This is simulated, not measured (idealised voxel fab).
You're looking at the process module voxel wiring stack.
Section shown: cut. Width: 275 nm. Cell size: 5 nm, square.
We lay out every cross-section as a grid of square cells and spell it out in bands from the top down, where one band means one or more rows of cells. First you get the band's top height and its bottom height, in nm, and then the materials it's made of, left to right, with each width in nm. If you see a single material with "all across", that one covers the band edge to edge. "air" is empty space. Counting heights begins at 0, where everything beneath is, in the wafer as received, one material. The lowest band has no bottom; it goes on downwards, as "0 down" shows. A two-number width, for instance "30 to 40", indicates that the width is equal to the first number in the top row of the band and to the second number in the bottom row, and that it changes by a constant amount per row of cells. "changes: none" for a step: no cell of the cross-section changed in that step. Entrapped voids: empty space of 8 cells or more with no open way to the top, each as width x height at its distance from the left edge, in nm. Heads up: the bit after the settings on a step's line is the simulator's remark on that step. overlay nm: on a step with a mask, how far right of its planned place the mask lay; negative means left.

# Steps in the process plan
1) RECEIVE: material Si
2) CONFORMAL_DEP: material SiO2, thk nm 15
3) DIRECTIONAL_DEP: material TiN, thk nm 5
4) DIRECTIONAL_DEP: material Ru, thk nm 25
5) DIRECTIONAL_DEP: material aC, thk nm 15
6) PATTERN: tone cover, mask id METAL_1, material resist, width nm 20, pitch nm 40, thk nm 30, overlay nm 0
7) DIRECTIONAL_ETCH: etch materials aC, depth nm 15
8) STRIP: etch materials resist
9) DIRECTIONAL_ETCH: etch materials Ru, depth nm 25
10) DIRECTIONAL_ETCH: etch materials TiN, depth nm 5
11) STRIP: etch materials aC
12) FILL_DEP: material SiO2, thk nm 5
13) CMP: height nm 45
14) CONFORMAL_DEP: material SiCN, thk nm 5
15) DIRECTIONAL_DEP: material lowk, thk nm 30
16) PATTERN: tone open, mask id METAL_2_HOLES, material resist, width nm 15, pitch nm 80, thk nm 15, overlay nm 0
17) DIRECTIONAL_ETCH: etch materials lowk, depth nm 30
18) STRIP: etch materials resist
19) PATTERN: tone open, mask id METAL_2, material resist, width nm 20, pitch nm 40, thk nm 15, overlay nm 0
20) DIRECTIONAL_ETCH: etch materials lowk, depth nm 20
21) DIRECTIONAL_ETCH: etch materials SiCN, depth nm 5
22) STRIP: etch materials resist
23) CONFORMAL_DEP: material TiN, thk nm 5
24) FILL_DEP: material Ru, thk nm 5
25) CMP: height nm 80
26) CONFORMAL_DEP: material SiCN, thk nm 5
27) DIRECTIONAL_DEP: material SiO2, thk nm 35
28) DIRECTIONAL_DEP: material aC, thk nm 10
29) PATTERN: tone open, mask id METAL_3, material resist, width nm 20, pitch nm 40, thk nm 30, overlay nm 0
30) DIRECTIONAL_ETCH: etch materials aC, depth nm 10
31) STRIP: etch materials resist
32) DIRECTIONAL_ETCH: etch materials SiO2, depth nm 20
33) STRIP: etch materials aC
34) MASKED_ETCH: tone open, mask id METAL_3_HOLES, width nm 15, pitch nm 80, etch materials SiO2, depth nm 15, overlay nm 0
35) MASKED_ETCH: tone open, mask id METAL_3_HOLES, width nm 15, pitch nm 80, etch materials SiCN, depth nm 5, overlay nm 0
36) CONFORMAL_DEP: material TiN, thk nm 5
37) FILL_DEP: material Cu, thk nm 10
38) CMP: height nm 120
39) CONFORMAL_DEP: material SiN, thk nm 5

# On the first of the two wafers: run conducted according to plan

# This is the cross-section of the wafer as we received it, i.e. after step 1
	0 down  Si all across
	Entrapped voids: none

# You're looking at a cross-section of the wafer after step 2
	15 to 0  SiO2 all across
	below 0: unchanged

# You're looking at a cross-section of the wafer after step 3
	20 to 15  TiN all across
	below 15: unchanged

# You're looking at a cross-section of the wafer after step 4
	45 to 20  Ru all across
	below 20: unchanged

# You're looking at a cross-section of the wafer after step 5
	60 to 45  aC all across
	below 45: unchanged

# You're looking at a cross-section of the wafer after step 6
	90 to 60  air 65 nm / resist 20 nm / air 20 nm / resist 20 nm / air 20 nm / resist 20 nm / air 20 nm / resist 20 nm / air 70 nm
	below 60: unchanged

# You're looking at a cross-section of the wafer after step 7
	75 to 60  air 65 nm / resist 20 nm / air 20 nm / resist 20 nm / air 20 nm / resist 20 nm / air 20 nm / resist 20 nm / air 70 nm
	60 to 45  air 65 nm / aC 20 nm / air 20 nm / aC 20 nm / air 20 nm / aC 20 nm / air 20 nm / aC 20 nm / air 70 nm
	below 45: unchanged

# You're looking at a cross-section of the wafer after step 8
	60 to 45  air 65 nm / aC 20 nm / air 20 nm / aC 20 nm / air 20 nm / aC 20 nm / air 20 nm / aC 20 nm / air 70 nm
	below 45: unchanged

# You're looking at a cross-section of the wafer after step 9
	60 to 45  air 65 nm / aC 20 nm / air 20 nm / aC 20 nm / air 20 nm / aC 20 nm / air 20 nm / aC 20 nm / air 70 nm
	45 to 20  air 65 nm / Ru 20 nm / air 20 nm / Ru 20 nm / air 20 nm / Ru 20 nm / air 20 nm / Ru 20 nm / air 70 nm
	below 20: unchanged

# You're looking at a cross-section of the wafer after step 10
	60 to 45  air 65 nm / aC 20 nm / air 20 nm / aC 20 nm / air 20 nm / aC 20 nm / air 20 nm / aC 20 nm / air 70 nm
	45 to 20  air 65 nm / Ru 20 nm / air 20 nm / Ru 20 nm / air 20 nm / Ru 20 nm / air 20 nm / Ru 20 nm / air 70 nm
	20 to 15  air 65 nm / TiN 20 nm / air 20 nm / TiN 20 nm / air 20 nm / TiN 20 nm / air 20 nm / TiN 20 nm / air 70 nm
	below 15: unchanged

# You're looking at a cross-section of the wafer after step 11
	45 to 20  air 65 nm / Ru 20 nm / air 20 nm / Ru 20 nm / air 20 nm / Ru 20 nm / air 20 nm / Ru 20 nm / air 70 nm
	below 20: unchanged

# You're looking at a cross-section of the wafer after step 12
	50 to 45  SiO2 all across
	45 to 20  SiO2 65 nm / Ru 20 nm / SiO2 20 nm / Ru 20 nm / SiO2 20 nm / Ru 20 nm / SiO2 20 nm / Ru 20 nm / SiO2 70 nm
	20 to 15  SiO2 65 nm / TiN 20 nm / SiO2 20 nm / TiN 20 nm / SiO2 20 nm / TiN 20 nm / SiO2 20 nm / TiN 20 nm / SiO2 70 nm
	below 15: unchanged

# You're looking at a cross-section of the wafer after step 13
	45 to 20  SiO2 65 nm / Ru 20 nm / SiO2 20 nm / Ru 20 nm / SiO2 20 nm / Ru 20 nm / SiO2 20 nm / Ru 20 nm / SiO2 70 nm
	below 20: unchanged

# You're looking at a cross-section of the wafer after step 14
	50 to 45  SiCN all across
	below 45: unchanged

# You're looking at a cross-section of the wafer after step 15
	80 to 50  lowk all across
	below 50: unchanged

# You're looking at a cross-section of the wafer after step 16
	95 to 80  resist 65 nm / air 15 nm / resist 65 nm / air 15 nm / resist 115 nm
	below 80: unchanged

# You're looking at a cross-section of the wafer after step 17
	95 to 80  resist 65 nm / air 15 nm / resist 65 nm / air 15 nm / resist 115 nm
	80 to 50  lowk 65 nm / air 15 nm / lowk 65 nm / air 15 nm / lowk 115 nm
	below 50: unchanged

# You're looking at a cross-section of the wafer after step 18
	80 to 50  lowk 65 nm / air 15 nm / lowk 65 nm / air 15 nm / lowk 115 nm
	below 50: unchanged

# You're looking at a cross-section of the wafer after step 19
	95 to 80  resist 65 nm / air 20 nm / resist 20 nm / air 20 nm / resist 20 nm / air 20 nm / resist 20 nm / air 20 nm / resist 70 nm
	below 80: unchanged

# You're looking at a cross-section of the wafer after step 20
	95 to 80  resist 65 nm / air 20 nm / resist 20 nm / air 20 nm / resist 20 nm / air 20 nm / resist 20 nm / air 20 nm / resist 70 nm
	80 to 60  lowk 65 nm / air 20 nm / lowk 20 nm / air 20 nm / lowk 20 nm / air 20 nm / lowk 20 nm / air 20 nm / lowk 70 nm
	below 60: unchanged

# You're looking at a cross-section of the wafer after step 21
	95 to 80  resist 65 nm / air 20 nm / resist 20 nm / air 20 nm / resist 20 nm / air 20 nm / resist 20 nm / air 20 nm / resist 70 nm
	80 to 60  lowk 65 nm / air 20 nm / lowk 20 nm / air 20 nm / lowk 20 nm / air 20 nm / lowk 20 nm / air 20 nm / lowk 70 nm
	60 to 50  lowk 65 nm / air 15 nm / lowk 65 nm / air 15 nm / lowk 115 nm
	50 to 45  SiCN 65 nm / air 15 nm / SiCN 65 nm / air 15 nm / SiCN 115 nm
	below 45: unchanged

# You're looking at a cross-section of the wafer after step 22
	80 to 60  lowk 65 nm / air 20 nm / lowk 20 nm / air 20 nm / lowk 20 nm / air 20 nm / lowk 20 nm / air 20 nm / lowk 70 nm
	below 60: unchanged

# You're looking at a cross-section of the wafer after step 23
	85 to 80  TiN 70 nm / air 10 nm / TiN 30 nm / air 10 nm / TiN 30 nm / air 10 nm / TiN 30 nm / air 10 nm / TiN 75 nm
	80 to 65  lowk 65 nm / TiN 5 nm / air 10 nm / TiN 5 nm / lowk 20 nm / TiN 5 nm / air 10 nm / TiN 5 nm / lowk 20 nm / TiN 5 nm / air 10 nm / TiN 5 nm / lowk 20 nm / TiN 5 nm / air 10 nm / TiN 5 nm / lowk 70 nm
	65 to 60  lowk 65 nm / TiN 5 nm / air 5 nm / TiN 10 nm / lowk 20 nm / TiN 20 nm / lowk 20 nm / TiN 5 nm / air 5 nm / TiN 10 nm / lowk 20 nm / TiN 20 nm / lowk 70 nm
	60 to 50  lowk 65 nm / TiN 5 nm / air 5 nm / TiN 5 nm / lowk 65 nm / TiN 5 nm / air 5 nm / TiN 5 nm / lowk 115 nm
	50 to 45  SiCN 65 nm / TiN 15 nm / SiCN 65 nm / TiN 15 nm / SiCN 115 nm
	below 45: unchanged

# You're looking at a cross-section of the wafer after step 24
	90 to 85  Ru all across
	85 to 80  TiN 70 nm / Ru 10 nm / TiN 30 nm / Ru 10 nm / TiN 30 nm / Ru 10 nm / TiN 30 nm / Ru 10 nm / TiN 75 nm
	80 to 65  lowk 65 nm / TiN 5 nm / Ru 10 nm / TiN 5 nm / lowk 20 nm / TiN 5 nm / Ru 10 nm / TiN 5 nm / lowk 20 nm / TiN 5 nm / Ru 10 nm / TiN 5 nm / lowk 20 nm / TiN 5 nm / Ru 10 nm / TiN 5 nm / lowk 70 nm
	65 to 60  lowk 65 nm / TiN 5 nm / Ru 5 nm / TiN 10 nm / lowk 20 nm / TiN 20 nm / lowk 20 nm / TiN 5 nm / Ru 5 nm / TiN 10 nm / lowk 20 nm / TiN 20 nm / lowk 70 nm
	60 to 50  lowk 65 nm / TiN 5 nm / Ru 5 nm / TiN 5 nm / lowk 65 nm / TiN 5 nm / Ru 5 nm / TiN 5 nm / lowk 115 nm
	below 50: unchanged

# You're looking at a cross-section of the wafer after step 25
	80 to 65  lowk 65 nm / TiN 5 nm / Ru 10 nm / TiN 5 nm / lowk 20 nm / TiN 5 nm / Ru 10 nm / TiN 5 nm / lowk 20 nm / TiN 5 nm / Ru 10 nm / TiN 5 nm / lowk 20 nm / TiN 5 nm / Ru 10 nm / TiN 5 nm / lowk 70 nm
	below 65: unchanged

# You're looking at a cross-section of the wafer after step 26
	85 to 80  SiCN all across
	below 80: unchanged

# You're looking at a cross-section of the wafer after step 27
	120 to 85  SiO2 all across
	below 85: unchanged

# You're looking at a cross-section of the wafer after step 28
	130 to 120  aC all across
	below 120: unchanged

# You're looking at a cross-section of the wafer after step 29
	160 to 130  resist 65 nm / air 20 nm / resist 20 nm / air 20 nm / resist 20 nm / air 20 nm / resist 20 nm / air 20 nm / resist 70 nm
	below 130: unchanged

# You're looking at a cross-section of the wafer after step 30
	150 to 130  resist 65 nm / air 20 nm / resist 20 nm / air 20 nm / resist 20 nm / air 20 nm / resist 20 nm / air 20 nm / resist 70 nm
	130 to 120  aC 65 nm / air 20 nm / aC 20 nm / air 20 nm / aC 20 nm / air 20 nm / aC 20 nm / air 20 nm / aC 70 nm
	below 120: unchanged

# You're looking at a cross-section of the wafer after step 31
	130 to 120  aC 65 nm / air 20 nm / aC 20 nm / air 20 nm / aC 20 nm / air 20 nm / aC 20 nm / air 20 nm / aC 70 nm
	below 120: unchanged

# You're looking at a cross-section of the wafer after step 32
	130 to 120  aC 65 nm / air 20 nm / aC 20 nm / air 20 nm / aC 20 nm / air 20 nm / aC 20 nm / air 20 nm / aC 70 nm
	120 to 100  SiO2 65 nm / air 20 nm / SiO2 20 nm / air 20 nm / SiO2 20 nm / air 20 nm / SiO2 20 nm / air 20 nm / SiO2 70 nm
	below 100: unchanged

# You're looking at a cross-section of the wafer after step 33
	120 to 100  SiO2 65 nm / air 20 nm / SiO2 20 nm / air 20 nm / SiO2 20 nm / air 20 nm / SiO2 20 nm / air 20 nm / SiO2 70 nm
	below 100: unchanged

# You're looking at a cross-section of the wafer after step 34
	120 to 100  SiO2 65 nm / air 20 nm / SiO2 20 nm / air 20 nm / SiO2 20 nm / air 20 nm / SiO2 20 nm / air 20 nm / SiO2 70 nm
	100 to 85  SiO2 65 nm / air 15 nm / SiO2 65 nm / air 15 nm / SiO2 115 nm
	below 85: unchanged

# You're looking at a cross-section of the wafer after step 35
	120 to 100  SiO2 65 nm / air 20 nm / SiO2 20 nm / air 20 nm / SiO2 20 nm / air 20 nm / SiO2 20 nm / air 20 nm / SiO2 70 nm
	100 to 85  SiO2 65 nm / air 15 nm / SiO2 65 nm / air 15 nm / SiO2 115 nm
	85 to 80  SiCN 65 nm / air 15 nm / SiCN 65 nm / air 15 nm / SiCN 115 nm
	below 80: unchanged

# You're looking at a cross-section of the wafer after step 36
	125 to 120  TiN 70 nm / air 10 nm / TiN 30 nm / air 10 nm / TiN 30 nm / air 10 nm / TiN 30 nm / air 10 nm / TiN 75 nm
	120 to 105  SiO2 65 nm / TiN 5 nm / air 10 nm / TiN 5 nm / SiO2 20 nm / TiN 5 nm / air 10 nm / TiN 5 nm / SiO2 20 nm / TiN 5 nm / air 10 nm / TiN 5 nm / SiO2 20 nm / TiN 5 nm / air 10 nm / TiN 5 nm / SiO2 70 nm
	105 to 100  SiO2 65 nm / TiN 5 nm / air 5 nm / TiN 10 nm / SiO2 20 nm / TiN 20 nm / SiO2 20 nm / TiN 5 nm / air 5 nm / TiN 10 nm / SiO2 20 nm / TiN 20 nm / SiO2 70 nm
	100 to 85  SiO2 65 nm / TiN 5 nm / air 5 nm / TiN 5 nm / SiO2 65 nm / TiN 5 nm / air 5 nm / TiN 5 nm / SiO2 115 nm
	85 to 80  SiCN 65 nm / TiN 15 nm / SiCN 65 nm / TiN 15 nm / SiCN 115 nm
	below 80: unchanged

# You're looking at a cross-section of the wafer after step 37
	135 to 125  Cu all across
	125 to 120  TiN 70 nm / Cu 10 nm / TiN 30 nm / Cu 10 nm / TiN 30 nm / Cu 10 nm / TiN 30 nm / Cu 10 nm / TiN 75 nm
	120 to 105  SiO2 65 nm / TiN 5 nm / Cu 10 nm / TiN 5 nm / SiO2 20 nm / TiN 5 nm / Cu 10 nm / TiN 5 nm / SiO2 20 nm / TiN 5 nm / Cu 10 nm / TiN 5 nm / SiO2 20 nm / TiN 5 nm / Cu 10 nm / TiN 5 nm / SiO2 70 nm
	105 to 100  SiO2 65 nm / TiN 5 nm / Cu 5 nm / TiN 10 nm / SiO2 20 nm / TiN 20 nm / SiO2 20 nm / TiN 5 nm / Cu 5 nm / TiN 10 nm / SiO2 20 nm / TiN 20 nm / SiO2 70 nm
	100 to 85  SiO2 65 nm / TiN 5 nm / Cu 5 nm / TiN 5 nm / SiO2 65 nm / TiN 5 nm / Cu 5 nm / TiN 5 nm / SiO2 115 nm
	below 85: unchanged

# You're looking at a cross-section of the wafer after step 38
	120 to 105  SiO2 65 nm / TiN 5 nm / Cu 10 nm / TiN 5 nm / SiO2 20 nm / TiN 5 nm / Cu 10 nm / TiN 5 nm / SiO2 20 nm / TiN 5 nm / Cu 10 nm / TiN 5 nm / SiO2 20 nm / TiN 5 nm / Cu 10 nm / TiN 5 nm / SiO2 70 nm
	below 105: unchanged

# You're looking at a cross-section of the wafer after step 39
	125 to 120  SiN all across
	below 120: unchanged

# Notes, second wafer: start = first wafer's, plan = first wafer's, execution had one mistake; history identical to first through step 25

# Second wafer: cross-section at the scheduled end of step 26
	115 to 80  SiO2 all across
	below 80: unchanged

# Second wafer: cross-section at the scheduled end of step 27
	120 to 115  SiCN all across
	below 115: unchanged

# Second wafer: cross-section at the scheduled end of step 28
	130 to 120  aC all across
	below 120: unchanged

# Second wafer: cross-section at the scheduled end of step 29
	160 to 130  resist 65 nm / air 20 nm / resist 20 nm / air 20 nm / resist 20 nm / air 20 nm / resist 20 nm / air 20 nm / resist 70 nm
	below 130: unchanged

# Second wafer: cross-section at the scheduled end of step 30
	150 to 130  resist 65 nm / air 20 nm / resist 20 nm / air 20 nm / resist 20 nm / air 20 nm / resist 20 nm / air 20 nm / resist 70 nm
	130 to 120  aC 65 nm / air 20 nm / aC 20 nm / air 20 nm / aC 20 nm / air 20 nm / aC 20 nm / air 20 nm / aC 70 nm
	below 120: unchanged

# Second wafer: cross-section at the scheduled end of step 31
	130 to 120  aC 65 nm / air 20 nm / aC 20 nm / air 20 nm / aC 20 nm / air 20 nm / aC 20 nm / air 20 nm / aC 70 nm
	below 120: unchanged

Second wafer: cross-section at the scheduled end of step 32: changes: none

# Second wafer: cross-section at the scheduled end of step 33
	120 to 115  SiCN all across
	below 115: unchanged

Second wafer: cross-section at the scheduled end of step 34: changes: none

# Second wafer: cross-section at the scheduled end of step 35
	120 to 115  SiCN 65 nm / air 15 nm / SiCN 65 nm / air 15 nm / SiCN 115 nm
	below 115: unchanged

# Second wafer: cross-section at the scheduled end of step 36
	125 to 120  TiN 70 nm / air 5 nm / TiN 75 nm / air 5 nm / TiN 120 nm
	120 to 115  SiCN 65 nm / TiN 15 nm / SiCN 65 nm / TiN 15 nm / SiCN 115 nm
	below 115: unchanged

# Second wafer: cross-section at the scheduled end of step 37
	135 to 125  Cu all across
	125 to 120  TiN 70 nm / Cu 5 nm / TiN 75 nm / Cu 5 nm / TiN 120 nm
	below 120: unchanged

# Second wafer: cross-section at the scheduled end of step 38
	120 to 115  SiCN 65 nm / TiN 15 nm / SiCN 65 nm / TiN 15 nm / SiCN 115 nm
	below 115: unchanged

# Second wafer: cross-section at the scheduled end of step 39
	125 to 120  SiN all across
	below 120: unchanged
Diagnosis: swap of plan steps 26 and 27 during execution
End of process, cell counts, second wafer against first, materials with more or fewer: -32 Cu; +82 SiO2; -50 TiN
